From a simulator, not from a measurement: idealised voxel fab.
process module | voxel gate over fins
cross-section cut | 280 nm wide | cells 5 nm
A cross-section is a grid of square cells, given in bands from the top down. A band is one or more rows of cells.
Each band's line starts with the height of the band's top and of its bottom, in nm. Then come its materials from left to right, each with its width in nm. One material with "throughout" fills the band from edge to edge. "air" is empty space.
Height 0 is the level under which the wafer as received is all one material. The lowest band goes on downwards, as in "0 down".
A width such as "30 to 40" changes by the same amount from each row of cells to the next, from the band's top row to its bottom row.
"no change" after a step means that no cell of the cross-section changed.
closed voids: empty space of 8 cells or more with no open way to the top, each as width x height at its distance from the left edge, in nm
after a step's settings: what the simulator itself notes on the step
overlay nm, on a step with a mask: how far to the right of its planned place the mask lay; to the left if negative
plan
1 op RECEIVE | material Si
2 op CONFORMAL_DEP | material SiN | thk nm 10
3 op MASKED_ETCH | tone cover | mask id FINS | width nm 15 | pitch nm 55 | etch materials SiN | depth nm 10 | overlay nm 0
4 op MASKED_ETCH | tone cover | mask id FINS | width nm 15 | pitch nm 55 | etch materials Si | depth nm 40 | overlay nm 0
5 op FILL_DEP | material SiO2 | thk nm 15
6 op CMP | height nm 10
7 op DIRECTIONAL_DEP | material aC | thk nm 10
8 op PATTERN | tone open | mask id RAIL | material resist | width nm 15 | thk nm 25 | overlay nm 0
9 op DIRECTIONAL_ETCH | etch materials aC | depth nm 10
10 op STRIP | etch materials resist
11 op DIRECTIONAL_ETCH | etch materials SiO2 | depth nm 45
12 op STRIP | etch materials aC
13 op CONFORMAL_DEP | material TiN | thk nm 5
14 op FILL_DEP | material Ru | thk nm 5
15 op CMP | height nm 10
16 op SELECTIVE_ETCH | etch materials W Ru TiN | depth nm 30
17 op FILL_DEP | material SiO2 | thk nm 5
18 op CMP | height nm 10
19 op SELECTIVE_ETCH | etch materials SiO2 | depth nm 25
20 op STRIP | etch materials SiN
21 op CONFORMAL_DEP | material HfO2 | thk nm 5
22 op CONFORMAL_DEP | material TiN | thk nm 5
23 op CONFORMAL_DEP | material TiAl | thk nm 5
24 op CONFORMAL_DEP | material TiN | thk nm 5
25 op FILL_DEP | material W | thk nm 15
26 op CMP | height nm 30
27 op CONFORMAL_DEP | material SiN | thk nm 10
as received, after step 1
  0 down: Si throughout
  closed voids: none
a wafer at the end: this start, this plan, one mistake
  40 to 30: SiN throughout
  30 to 20: W throughout
  20 to 15: W 30 | TiAl 220 | W 30
  15 to 5: W 30 | TiAl 5 | TiN 45 | TiAl 10 | TiN 45 | TiAl 10 | TiN 45 | TiAl 10 | TiN 45 | TiAl 5 | W 30
  5 to 0: TiAl 35 | TiN 10 | HfO2 25 | TiN 10 | TiAl 10 | TiN 10 | HfO2 25 | TiN 10 | TiAl 10 | TiN 10 | HfO2 25 | TiN 10 | TiAl 10 | TiN 10 | HfO2 25 | TiN 10 | TiAl 35
  0 to -10: TiN 45 | HfO2 5 | Si 15 | HfO2 5 | TiN 30 | HfO2 5 | Si 15 | HfO2 5 | TiN 30 | HfO2 5 | Si 15 | HfO2 5 | TiN 30 | HfO2 5 | Si 15 | HfO2 5 | TiN 45
  -10 to -15: HfO2 50 | Si 15 | HfO2 40 | Si 15 | HfO2 40 | Si 15 | HfO2 40 | Si 15 | HfO2 50
  -15 to -20: SiO2 50 | Si 15 | SiO2 40 | Si 15 | SiO2 40 | Si 15 | SiO2 40 | Si 15 | SiO2 50
  -20 to -30: SiO2 50 | Si 15 | SiO2 10 | TiN 5 | Ru 5 | TiN 5 | SiO2 15 | Si 15 | SiO2 40 | Si 15 | SiO2 40 | Si 15 | SiO2 50
  -30 to -35: SiO2 50 | Si 15 | SiO2 10 | TiN 15 | SiO2 15 | Si 15 | SiO2 40 | Si 15 | SiO2 40 | Si 15 | SiO2 50
  -35 to -40: SiO2 50 | Si 15 | SiO2 40 | Si 15 | SiO2 40 | Si 15 | SiO2 40 | Si 15 | SiO2 50
  -40 down: Si throughout
  closed voids: none
what went wrong: steps 23 and 24 were swapped
